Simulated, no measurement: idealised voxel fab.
The following process module bears the name voxel ribs on slabs.
The cross-section shown here is cut; it is 295 nm wide and divided into square cells measuring 5 nm on a side.
Throughout this document, each cross-section is represented as a grid of square cells and is presented as a sequence of bands enumerated from the top downward, where a band comprises one or more rows of cells.
For a band, the entry starts with two heights in nm, that of the top and then that of the bottom, and carries on with the band's materials in order from left to right, each alongside its width in nm; the word "throughout" beside a single material means it fills the band edge to edge, and "blank" means empty space.
Below 0: as-received wafer, all one material; heights counted from there. Lowest band: no bottom, goes on down, written "0 -> down".
Think of "30->40" as a width that walks from the first number to the second as you go down the band, top row to bottom row, taking equal-sized steps from row to row.
When a step is marked "same as before", none of the cells in the cross-section changed during that step.
This entry, "Sealed-off cavities", enumerates those empty regions of no fewer than 8 cells that possess no open connection to the top. Each region is reported in the form width x height at distance, the distance being taken from the left edge, with all three quantities expressed in nm.
On each step's line, the part that comes after the settings is the simulator's own comment on the step.
On any step carrying a mask, the "overlay nm" setting, if present on the step's line, tells how far right of its planned place the mask lay; negative values point to the left.
PROCESS STEPS FORESEEN IN THE PLAN
- 1: RECEIVE | material Si
- 2: DIRECTIONAL_DEP | material SiO2 | thk nm 20
- 3: DIRECTIONAL_DEP | material SiN | thk nm 25
- 4: MASKED_ETCH | tone cover | mask id RIB | width nm 30 | etch materials SiN | depth nm 5 | overlay nm -15
- 5: PATTERN | tone cover | mask id SLAB | material resist | width nm 60 | thk nm 20 | overlay nm 0
- 6: DIRECTIONAL_ETCH | etch materials SiN | depth nm 20
- 7: STRIP | etch materials resist
- 8: FILL_DEP | material SiO2 | thk nm 25
- 9: CMP | height nm 65
- 10: DIRECTIONAL_DEP | material W | thk nm 5
- 11: DIRECTIONAL_DEP | material aC | thk nm 10
- 12: PATTERN | tone cover | mask id HEATER | material resist | width nm 40 | thk nm 30 | overlay nm 0
- 13: DIRECTIONAL_ETCH | etch materials aC | depth nm 10
- 14: STRIP | etch materials resist
- 15: DIRECTIONAL_ETCH | etch materials W | depth nm 5
- 16: STRIP | etch materials aC
- 17: CONFORMAL_DEP | material SiO2 | thk nm 5
Keep in mind the plan's value for the overlay nm of step 4 comes from the first wafer; the wafers don't share that setting, but they do share the same starting point.
HERE'S THE FIRST OF THE WAFERS IN CROSS-SECTION, JUST AS WE GOT IT, I.E. AFTER STEP 1
- 0 -> down | Si throughout
- Sealed-off cavities: none
HERE IS THE CROSS-SECTION OF THE FIRST OF SEVERAL WAFERS AT THE END OF THE MODULE, AFTER ITS LAST STEP, STEP 17
- 75 -> 70 | blank: 120 | SiO2: 50 | blank: 125
- 70 -> 65 | SiO2: 125 | W: 40 | SiO2: 130
- 65 -> 45 | SiO2 throughout
- 45 -> 40 | SiO2: 115 | SiN: 30 | SiO2: 150
- 40 -> 20 | SiO2: 115 | SiN: 60 | SiO2: 120
- 20 -> 0 | SiO2 throughout
- 0 -> down | Si throughout
- Sealed-off cavities: none
CROSS-SECTIONAL VIEW, END OF MODULE, LAST WAFER OF SEVERAL
- 75 -> 70 | blank: 120 | SiO2: 50 | blank: 125
- 70 -> 65 | SiO2: 125 | W: 40 | SiO2: 130
- 65 -> 45 | SiO2 throughout
- 45 -> 40 | SiO2: 145 | SiN: 30 | SiO2: 120
- 40 -> 20 | SiO2: 115 | SiN: 60 | SiO2: 120
- 20 -> 0 | SiO2 throughout
- 0 -> down | Si throughout
- Sealed-off cavities: none
THE ROWS OF THE TABLE BELOW ARE WAFERS. LOOKING AT THE END OF THE MODULE, A ROW COUNTS, FOR EVERY MATERIAL, THE CELLS THE WAFER HAS GAINED, SHOWN AS (+), OR LOST, SHOWN AS (-), SINCE IT WAS RECEIVED; ITS CLOSED VOIDS COME NEXT
overlay nm -15, +54 SiN, +774 SiO2, +8 W, Sealed-off cavities: none
overlay nm -10, +54 SiN, +774 SiO2, +8 W, Sealed-off cavities: none
overlay nm -5, +54 SiN, +774 SiO2, +8 W, Sealed-off cavities: none
overlay nm 0, +54 SiN, +774 SiO2, +8 W, Sealed-off cavities: none
overlay nm 5, +54 SiN, +774 SiO2, +8 W, Sealed-off cavities: none
overlay nm 10, +54 SiN, +774 SiO2, +8 W, Sealed-off cavities: none
overlay nm 15, +54 SiN, +774 SiO2, +8 W, Sealed-off cavities: none
